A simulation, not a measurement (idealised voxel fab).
process module | voxel capacitor over wiring
Square cells of 5 nm make up the cross-section cut, whose width is 170 nm.
Reading order for cross-sections: top band down to bottom band. Underlying form: a grid of square cells. Band size: one or more rows of cells. First you get the band's top height and its bottom height, in nm, and then the materials it's made of, left to right, with each width in nm. If you see a single material with "all across", that one covers the band edge to edge. "air" is empty space. Height datum 0, below which the as-received substrate wafer is one material. Lowest band open at the bottom, running downward: "0 and below". A width given as "30..40" starts at the first number in the band's top row and ends at the second number in its bottom row, shifting by an equal amount at every step from row to row. Key: "remained the same" - step with no changed cell in the cross-section. "Unvented cavities" lists enclosed empty spaces (at least 8 cells, no open path upward to the top), each as width x height at distance from the left edge, in nm. On each step's line, the part that comes after the settings is the simulator's own comment on the step. overlay nm, on a step with a mask: how far to the right of its planned place the mask lay; to the left if negative.
Process steps foreseen in the plan:
- 1: RECEIVE (material Si)
- 2: CONFORMAL_DEP (material SiO2; thk nm 15)
- 3: DIRECTIONAL_DEP (material TiN; thk nm 5)
- 4: DIRECTIONAL_DEP (material W; thk nm 20)
- 5: PATTERN (tone cover; mask id METAL_1; material resist; width nm 20; pitch nm 75; thk nm 15; overlay nm 0)
- 6: DIRECTIONAL_ETCH (etch materials W; depth nm 20)
- 7: DIRECTIONAL_ETCH (etch materials TiN; depth nm 5)
- 8: STRIP (etch materials resist)
- 9: CONFORMAL_DEP (material SiCN; thk nm 5)
- 10: FILL_DEP (material lowk; thk nm 10)
- 11: CMP (height nm 40)
- 12: CONFORMAL_DEP (material SiCN; thk nm 5)
- 13: DIRECTIONAL_DEP (material lowk; thk nm 20)
- 14: MASKED_ETCH (tone open; mask id PLUG_1; width nm 15; etch materials lowk; depth nm 20; overlay nm 0)
- 15: MASKED_ETCH (tone open; mask id PLUG_1; width nm 15; etch materials SiCN; depth nm 5; overlay nm 0)
- 16: EPI (material Ru; thk nm 10)
- 17: EPI (material Ru; thk nm 10)
- 18: EPI (material Ru; thk nm 5)
- 19: DIRECTIONAL_DEP (material TiN; thk nm 10)
- 20: DIRECTIONAL_DEP (material SiN; thk nm 5)
- 21: DIRECTIONAL_DEP (material TiN; thk nm 5)
- 22: DIRECTIONAL_DEP (material aC; thk nm 15)
- 23: PATTERN (tone cover; mask id UPPER_PLATE; material resist; width nm 60; thk nm 30; overlay nm 0)
- 24: DIRECTIONAL_ETCH (etch materials aC; depth nm 15)
- 25: STRIP (etch materials resist)
- 26: DIRECTIONAL_ETCH (etch materials TiN; depth nm 5)
- 27: DIRECTIONAL_ETCH (etch materials SiN; depth nm 5)
- 28: STRIP (etch materials aC)
- 29: DIRECTIONAL_DEP (material aC; thk nm 15)
- 30: PATTERN (tone cover; mask id LOWER_PLATE; material resist; width nm 70; thk nm 30; overlay nm 0)
- 31: DIRECTIONAL_ETCH (etch materials aC; depth nm 15)
- 32: STRIP (etch materials resist)
- 33: DIRECTIONAL_ETCH (etch materials TiN; depth nm 10)
- 34: STRIP (etch materials aC)
- 35: FILL_DEP (material SiO2; thk nm 20)
- 36: CMP (height nm 100)
- 37: MASKED_ETCH (tone open; mask id PLUG_2; width nm 15; etch materials SiO2; depth nm 15; overlay nm 0)
- 38: CONFORMAL_DEP (material TiN; thk nm 5)
- 39: FILL_DEP (material W; thk nm 5)
- 40: CMP (height nm 100)
- 41: CONFORMAL_DEP (material SiCN; thk nm 5)
Below: the first of two wafers, run as planned:
Cross-section of the wafer at receipt, which is the condition after step 1:
> 0 and below = Si all across
> Unvented cavities: none
Wafer section view after processing step 2:
> 15 down to 0 = SiO2 all across
> Below 0, no change.
Wafer section view after processing step 3:
> 20 down to 15 = TiN all across
> Below 15, no change.
Wafer section view after processing step 4:
> 40 down to 20 = W all across
> Below 20, no change.
Wafer section view after processing step 5:
> 55 down to 40 = air 35, resist 20, air 55, resist 20, air 40
> Below 40, no change.
Wafer section view after processing step 6:
> 55 down to 40 = air 35, resist 20, air 55, resist 20, air 40
> 40 down to 20 = air 35, W 20, air 55, W 20, air 40
> Below 20, no change.
Wafer section view after processing step 7:
> 55 down to 40 = air 35, resist 20, air 55, resist 20, air 40
> 40 down to 20 = air 35, W 20, air 55, W 20, air 40
> 20 down to 15 = air 35, TiN 20, air 55, TiN 20, air 40
> Below 15, no change.
Wafer section view after processing step 8:
> 40 down to 20 = air 35, W 20, air 55, W 20, air 40
> Below 20, no change.
Wafer section view after processing step 9:
> 45 down to 40 = air 30, SiCN 30, air 45, SiCN 30, air 35
> 40 down to 20 = air 30, SiCN 5, W 20, SiCN 5, air 45, SiCN 5, W 20, SiCN 5, air 35
> 20 down to 15 = SiCN 35, TiN 20, SiCN 55, TiN 20, SiCN 40
> Below 15, no change.
Wafer section view after processing step 10:
> 55 down to 45 = lowk all across
> 45 down to 40 = lowk 30, SiCN 30, lowk 45, SiCN 30, lowk 35
> 40 down to 20 = lowk 30, SiCN 5, W 20, SiCN 5, lowk 45, SiCN 5, W 20, SiCN 5, lowk 35
> Below 20, no change.
Wafer section view after processing step 11:
> 40 down to 20 = lowk 30, SiCN 5, W 20, SiCN 5, lowk 45, SiCN 5, W 20, SiCN 5, lowk 35
> Below 20, no change.
Wafer section view after processing step 12:
> 45 down to 40 = SiCN all across
> Below 40, no change.
Wafer section view after processing step 13:
> 65 down to 45 = lowk all across
> Below 45, no change.
Wafer section view after processing step 14:
> 65 down to 45 = lowk 40, air 15, lowk 115
> Below 45, no change.
Wafer section view after processing step 15:
> 65 down to 45 = lowk 40, air 15, lowk 115
> 45 down to 40 = SiCN 40, air 15, SiCN 115
> Below 40, no change.
Wafer section view after processing step 16:
> 65 down to 50 = lowk 40, air 15, lowk 115
> 50 down to 45 = lowk 40, Ru 15, lowk 115
> 45 down to 40 = SiCN 40, Ru 15, SiCN 115
> Below 40, no change.
Wafer section view after processing step 17:
> 65 down to 60 = lowk 40, air 15, lowk 115
> 60 down to 45 = lowk 40, Ru 15, lowk 115
> Below 45, no change.
Wafer section view after processing step 18:
> 65 down to 45 = lowk 40, Ru 15, lowk 115
> Below 45, no change.
Wafer section view after processing step 19:
> 75 down to 65 = TiN all across
> Below 65, no change.
Wafer section view after processing step 20:
> 80 down to 75 = SiN all across
> Below 75, no change.
Wafer section view after processing step 21:
> 85 down to 80 = TiN all across
> Below 80, no change.
Wafer section view after processing step 22:
> 100 down to 85 = aC all across
> Below 85, no change.
Wafer section view after processing step 23:
> 130 down to 100 = air 40, resist 60, air 70
> Below 100, no change.
Wafer section view after processing step 24:
> 115 down to 100 = air 40, resist 60, air 70
> 100 down to 85 = air 40, aC 60, air 70
> Below 85, no change.
Wafer section view after processing step 25:
> 100 down to 85 = air 40, aC 60, air 70
> Below 85, no change.
Wafer section view after processing step 26:
> 100 down to 85 = air 40, aC 60, air 70
> 85 down to 80 = air 40, TiN 60, air 70
> Below 80, no change.
Wafer section view after processing step 27:
> 100 down to 85 = air 40, aC 60, air 70
> 85 down to 80 = air 40, TiN 60, air 70
> 80 down to 75 = air 40, SiN 60, air 70
> Below 75, no change.
Wafer section view after processing step 28:
> 85 down to 80 = air 40, TiN 60, air 70
> Below 80, no change.
Wafer section view after processing step 29:
> 100 down to 90 = air 40, aC 60, air 70
> 90 down to 85 = aC all across
> 85 down to 80 = aC 40, TiN 60, aC 70
> 80 down to 75 = aC 40, SiN 60, aC 70
> Below 75, no change.
Wafer section view after processing step 30:
> 130 down to 100 = air 35, resist 70, air 65
> 100 down to 90 = air 35, resist 5, aC 60, resist 5, air 65
> Below 90, no change.
Wafer section view after processing step 31:
> 115 down to 100 = air 35, resist 70, air 65
> 100 down to 90 = air 35, resist 5, aC 60, resist 5, air 65
> 90 down to 85 = air 35, aC 70, air 65
> 85 down to 80 = air 35, aC 5, TiN 60, aC 5, air 65
> 80 down to 75 = air 35, aC 5, SiN 60, aC 5, air 65
> Below 75, no change.
Wafer section view after processing step 32:
> 100 down to 90 = air 40, aC 60, air 70
> Below 90, no change.
Wafer section view after processing step 33:
> 100 down to 90 = air 40, aC 60, air 70
> 90 down to 85 = air 35, aC 70, air 65
> 85 down to 80 = air 35, aC 5, TiN 60, aC 5, air 65
> 80 down to 75 = air 35, aC 5, SiN 60, aC 5, air 65
> 75 down to 65 = air 35, TiN 70, air 65
> Below 65, no change.
Wafer section view after processing step 34:
> 85 down to 80 = air 40, TiN 60, air 70
> 80 down to 75 = air 40, SiN 60, air 70
> Below 75, no change.
Wafer section view after processing step 35:
> 105 down to 85 = SiO2 all across
> 85 down to 80 = SiO2 40, TiN 60, SiO2 70
> 80 down to 75 = SiO2 40, SiN 60, SiO2 70
> 75 down to 65 = SiO2 35, TiN 70, SiO2 65
> Below 65, no change.
Wafer section view after processing step 36:
> 100 down to 85 = SiO2 all across
> Below 85, no change.
Wafer section view after processing step 37:
> 100 down to 85 = SiO2 50, air 15, SiO2 105
> Below 85, no change.
Wafer section view after processing step 38:
> 105 down to 100 = TiN 55, air 5, TiN 110
> 100 down to 90 = SiO2 50, TiN 5, air 5, TiN 5, SiO2 105
> 90 down to 80 = SiO2 50..40, TiN 15..60, SiO2 105..70
> Below 80, no change.
Wafer section view after processing step 39:
> 110 down to 105 = W all across
> 105 down to 100 = TiN 55, W 5, TiN 110
> 100 down to 90 = SiO2 50, TiN 5, W 5, TiN 5, SiO2 105
> Below 90, no change.
Wafer section view after processing step 40:
> 100 down to 90 = SiO2 50, TiN 5, W 5, TiN 5, SiO2 105
> Below 90, no change.
Wafer section view after processing step 41:
> 105 down to 100 = SiCN all across
> Below 100, no change.
Here the second wafer is described. Its start and its plan were those of the first wafer. Its run contained one mistake. Up to and including step 4, it did exactly what the first wafer did:
Cross-section of the second wafer at the time step 5 of the plan should have ended:
> 55 down to 40 = air 40, resist 20, air 55, resist 20, air 35
> Below 40, no change.
Cross-section of the second wafer at the time step 6 of the plan should have ended:
> 55 down to 40 = air 40, resist 20, air 55, resist 20, air 35
> 40 down to 20 = air 40, W 20, air 55, W 20, air 35
> Below 20, no change.
Cross-section of the second wafer at the time step 7 of the plan should have ended:
> 55 down to 40 = air 40, resist 20, air 55, resist 20, air 35
> 40 down to 20 = air 40, W 20, air 55, W 20, air 35
> 20 down to 15 = air 40, TiN 20, air 55, TiN 20, air 35
> Below 15, no change.
Cross-section of the second wafer at the time step 8 of the plan should have ended:
> 40 down to 20 = air 40, W 20, air 55, W 20, air 35
> Below 20, no change.
Cross-section of the second wafer at the time step 9 of the plan should have ended:
> 45 down to 40 = air 35, SiCN 30, air 45, SiCN 30, air 30
> 40 down to 20 = air 35, SiCN 5, W 20, SiCN 5, air 45, SiCN 5, W 20, SiCN 5, air 30
> 20 down to 15 = SiCN 40, TiN 20, SiCN 55, TiN 20, SiCN 35
> Below 15, no change.
Cross-section of the second wafer at the time step 10 of the plan should have ended:
> 55 down to 45 = lowk all across
> 45 down to 40 = lowk 35, SiCN 30, lowk 45, SiCN 30, lowk 30
> 40 down to 20 = lowk 35, SiCN 5, W 20, SiCN 5, lowk 45, SiCN 5, W 20, SiCN 5, lowk 30
> Below 20, no change.
Cross-section of the second wafer at the time step 11 of the plan should have ended:
> 40 down to 20 = lowk 35, SiCN 5, W 20, SiCN 5, lowk 45, SiCN 5, W 20, SiCN 5, lowk 30
> Below 20, no change.
Cross-section of the second wafer at the time step 12 of the plan should have ended:
> 45 down to 40 = SiCN all across
> Below 40, no change.
Cross-section of the second wafer at the time step 13 of the plan should have ended:
> 65 down to 45 = lowk all across
> Below 45, no change.
Cross-section of the second wafer at the time step 14 of the plan should have ended:
> 65 down to 45 = lowk 40, air 15, lowk 115
> Below 45, no change.
Cross-section of the second wafer at the time step 15 of the plan should have ended:
> 65 down to 45 = lowk 40, air 15, lowk 115
> 45 down to 40 = SiCN 40, air 15, SiCN 115
> Below 40, no change.
Cross-section of the second wafer at the time step 16 of the plan should have ended:
> 65 down to 50 = lowk 40, air 15, lowk 115
> 50 down to 45 = lowk 40, Ru 15, lowk 115
> 45 down to 40 = SiCN 40, Ru 15, SiCN 115
> Below 40, no change.
Cross-section of the second wafer at the time step 17 of the plan should have ended:
> 65 down to 60 = lowk 40, air 15, lowk 115
> 60 down to 45 = lowk 40, Ru 15, lowk 115
> Below 45, no change.
Cross-section of the second wafer at the time step 18 of the plan should have ended:
> 65 down to 45 = lowk 40, Ru 15, lowk 115
> Below 45, no change.
Cross-section of the second wafer at the time step 19 of the plan should have ended:
> 75 down to 65 = TiN all across
> Below 65, no change.
Cross-section of the second wafer at the time step 20 of the plan should have ended:
> 80 down to 75 = SiN all across
> Below 75, no change.
Cross-section of the second wafer at the time step 21 of the plan should have ended:
> 85 down to 80 = TiN all across
> Below 80, no change.
Cross-section of the second wafer at the time step 22 of the plan should have ended:
> 100 down to 85 = aC all across
> Below 85, no change.
Cross-section of the second wafer at the time step 23 of the plan should have ended:
> 130 down to 100 = air 40, resist 60, air 70
> Below 100, no change.
Cross-section of the second wafer at the time step 24 of the plan should have ended:
> 115 down to 100 = air 40, resist 60, air 70
> 100 down to 85 = air 40, aC 60, air 70
> Below 85, no change.
Cross-section of the second wafer at the time step 25 of the plan should have ended:
> 100 down to 85 = air 40, aC 60, air 70
> Below 85, no change.
Cross-section of the second wafer at the time step 26 of the plan should have ended:
> 100 down to 85 = air 40, aC 60, air 70
> 85 down to 80 = air 40, TiN 60, air 70
> Below 80, no change.
Cross-section of the second wafer at the time step 27 of the plan should have ended:
> 100 down to 85 = air 40, aC 60, air 70
> 85 down to 80 = air 40, TiN 60, air 70
> 80 down to 75 = air 40, SiN 60, air 70
> Below 75, no change.
Cross-section of the second wafer at the time step 28 of the plan should have ended:
> 85 down to 80 = air 40, TiN 60, air 70
> Below 80, no change.
Cross-section of the second wafer at the time step 29 of the plan should have ended:
> 100 down to 90 = air 40, aC 60, air 70
> 90 down to 85 = aC all across
> 85 down to 80 = aC 40, TiN 60, aC 70
> 80 down to 75 = aC 40, SiN 60, aC 70
> Below 75, no change.
Cross-section of the second wafer at the time step 30 of the plan should have ended:
> 130 down to 100 = air 35, resist 70, air 65
> 100 down to 90 = air 35, resist 5, aC 60, resist 5, air 65
> Below 90, no change.
Cross-section of the second wafer at the time step 31 of the plan should have ended:
> 115 down to 100 = air 35, resist 70, air 65
> 100 down to 90 = air 35, resist 5, aC 60, resist 5, air 65
> 90 down to 85 = air 35, aC 70, air 65
> 85 down to 80 = air 35, aC 5, TiN 60, aC 5, air 65
> 80 down to 75 = air 35, aC 5, SiN 60, aC 5, air 65
> Below 75, no change.
Cross-section of the second wafer at the time step 32 of the plan should have ended:
> 100 down to 90 = air 40, aC 60, air 70
> Below 90, no change.
Cross-section of the second wafer at the time step 33 of the plan should have ended:
> 100 down to 90 = air 40, aC 60, air 70
> 90 down to 85 = air 35, aC 70, air 65
> 85 down to 80 = air 35, aC 5, TiN 60, aC 5, air 65
> 80 down to 75 = air 35, aC 5, SiN 60, aC 5, air 65
> 75 down to 65 = air 35, TiN 70, air 65
> Below 65, no change.
Cross-section of the second wafer at the time step 34 of the plan should have ended:
> 85 down to 80 = air 40, TiN 60, air 70
> 80 down to 75 = air 40, SiN 60, air 70
> Below 75, no change.
Cross-section of the second wafer at the time step 35 of the plan should have ended:
> 105 down to 85 = SiO2 all across
> 85 down to 80 = SiO2 40, TiN 60, SiO2 70
> 80 down to 75 = SiO2 40, SiN 60, SiO2 70
> 75 down to 65 = SiO2 35, TiN 70, SiO2 65
> Below 65, no change.
Cross-section of the second wafer at the time step 36 of the plan should have ended:
> 100 down to 85 = SiO2 all across
> Below 85, no change.
Cross-section of the second wafer at the time step 37 of the plan should have ended:
> 100 down to 85 = SiO2 50, air 15, SiO2 105
> Below 85, no change.
Cross-section of the second wafer at the time step 38 of the plan should have ended:
> 105 down to 100 = TiN 55, air 5, TiN 110
> 100 down to 90 = SiO2 50, TiN 5, air 5, TiN 5, SiO2 105
> 90 down to 80 = SiO2 50..40, TiN 15..60, SiO2 105..70
> Below 80, no change.
Cross-section of the second wafer at the time step 39 of the plan should have ended:
> 110 down to 105 = W all across
> 105 down to 100 = TiN 55, W 5, TiN 110
> 100 down to 90 = SiO2 50, TiN 5, W 5, TiN 5, SiO2 105
> Below 90, no change.
Cross-section of the second wafer at the time step 40 of the plan should have ended:
> 100 down to 90 = SiO2 50, TiN 5, W 5, TiN 5, SiO2 105
> Below 90, no change.
Cross-section of the second wafer at the time step 41 of the plan should have ended:
> 105 down to 100 = SiCN all across
> Below 100, no change.
The plan and the run diverged here: rather than as planned, step 5 actually ran as PATTERN (tone cover; mask id METAL_1; material resist; width nm 20; pitch nm 75; thk nm 15; overlay nm 5)
Matching per-material cell counts, mismatched positions: that is how the second wafer compares with the first at the end.
